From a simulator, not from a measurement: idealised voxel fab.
process module | voxel gate over fins
cross-section cut | 160 nm wide | cells 5 nm
A cross-section is a grid of square cells, given in bands from the top down. A band is one or more rows of cells.
Each band's line starts with the height of the band's top and of its bottom, in nm. Then come its materials from left to right, each with its width in nm. One material with "throughout" fills the band from edge to edge. "air" is empty space.
Height 0 is the level under which the wafer as received is all one material. The lowest band goes on downwards, as in "0 down".
A width such as "30 to 40" changes by the same amount from each row of cells to the next, from the band's top row to its bottom row.
"no change" after a step means that no cell of the cross-section changed.
closed voids: empty space of 8 cells or more with no open way to the top, each as width x height at its distance from the left edge, in nm
after a step's settings: what the simulator itself notes on the step
overlay nm, on a step with a mask: how far to the right of its planned place the mask lay; to the left if negative
plan
1 op RECEIVE | material Si
2 op CONFORMAL_DEP | material SiN | thk nm 5
3 op DIRECTIONAL_DEP | material aC | thk nm 15
4 op PATTERN | tone cover | mask id FINS | material resist | width nm 15 | pitch nm 60 | thk nm 30 | overlay nm 0
5 op DIRECTIONAL_ETCH | etch materials aC | depth nm 15
6 op STRIP | etch materials resist
7 op DIRECTIONAL_ETCH | etch materials SiN | depth nm 5
8 op DIRECTIONAL_ETCH | etch materials Si | depth nm 40
9 op STRIP | etch materials aC
10 op OXIDIZE | depth nm 5
11 op FILL_DEP | material SiO2 | thk nm 10
12 op CMP | height nm 5
13 op DIRECTIONAL_DEP | material aC | thk nm 15
14 op PATTERN | tone open | mask id RAIL | material resist | width nm 15 | thk nm 35 | overlay nm 0
15 op DIRECTIONAL_ETCH | etch materials aC | depth nm 15
16 op STRIP | etch materials resist
17 op DIRECTIONAL_ETCH | etch materials SiO2 | depth nm 40
18 op STRIP | etch materials aC
19 op CONFORMAL_DEP | material TiN | thk nm 5
20 op FILL_DEP | material W | thk nm 5
21 op CMP | height nm 5
22 op SELECTIVE_ETCH | etch materials W Ru TiN | depth nm 20
23 op FILL_DEP | material SiO2 | thk nm 5
24 op CMP | height nm 5
25 op SELECTIVE_ETCH | etch materials SiO2 | depth nm 15
26 op STRIP | etch materials SiN
27 op CONFORMAL_DEP | material HfO2 | thk nm 5
28 op CONFORMAL_DEP | material TiN | thk nm 5
29 op CONFORMAL_DEP | material TiAl | thk nm 5
30 op CONFORMAL_DEP | material TiN | thk nm 5
31 op FILL_DEP | material W | thk nm 15
32 op CMP | height nm 30
33 op CONFORMAL_DEP | material SiCN | thk nm 10
as received, after step 1
  0 down: Si throughout
  closed voids: none
first wafer at the end, as planned
  40 to 30: SiCN throughout
  30 to 20: W throughout
  20 to 15: W 25 | TiN 45 | W 15 | TiN 45 | W 30
  15 to 10: W 25 | TiN 5 | TiAl 35 | TiN 5 | W 15 | TiN 5 | TiAl 35 | TiN 5 | W 30
  10 to 5: TiN 30 | TiAl 5 | TiN 25 | TiAl 5 | TiN 25 | TiAl 5 | TiN 25 | TiAl 5 | TiN 35
  5 to 0: TiAl 35 | TiN 5 | HfO2 15 | TiN 5 | TiAl 35 | TiN 5 | HfO2 15 | TiN 5 | TiAl 40
  0 to -5: TiN 40 | HfO2 5 | Si 5 | HfO2 5 | TiN 45 | HfO2 5 | Si 5 | HfO2 5 | TiN 45
  -5 to -10: HfO2 45 | Si 5 | HfO2 55 | Si 5 | HfO2 50
  -10 to -15: SiO2 45 | Si 5 | SiO2 55 | Si 5 | SiO2 50
  -15 to -30: SiO2 45 | Si 5 | SiO2 20 | TiN 5 | W 5 | TiN 5 | SiO2 20 | Si 5 | SiO2 50
  -30 to -35: SiO2 45 | Si 5 | SiO2 20 | TiN 15 | SiO2 20 | Si 5 | SiO2 50
  -35 to -45: SiO2 45 | Si 5 | SiO2 55 | Si 5 | SiO2 50
  -45 down: Si throughout
  closed voids: none
second wafer at the end: like start, like plan, one mistake
  40 to 30: SiCN throughout
  30 to 15: W throughout
  15 to 5: W 30 | TiN 35 | W 25 | TiN 35 | W 35
  5 to 0: TiN 40 | HfO2 15 | TiN 45 | HfO2 15 | TiN 45
  0 to -5: TiN 40 | HfO2 5 | Si 5 | HfO2 5 | TiN 45 | HfO2 5 | Si 5 | HfO2 5 | TiN 45
  -5 to -10: HfO2 45 | Si 5 | HfO2 55 | Si 5 | HfO2 50
  -10 to -15: SiO2 45 | Si 5 | SiO2 55 | Si 5 | SiO2 50
  -15 to -30: SiO2 45 | Si 5 | SiO2 20 | TiN 5 | W 5 | TiN 5 | SiO2 20 | Si 5 | SiO2 50
  -30 to -35: SiO2 45 | Si 5 | SiO2 20 | TiN 15 | SiO2 20 | Si 5 | SiO2 50
  -35 to -45: SiO2 45 | Si 5 | SiO2 55 | Si 5 | SiO2 50
  -45 down: Si throughout
  closed voids: none
what went wrong: step 29 was left out
at the end the second wafer has, in cells: 40 fewer of TiAl | 40 more of W
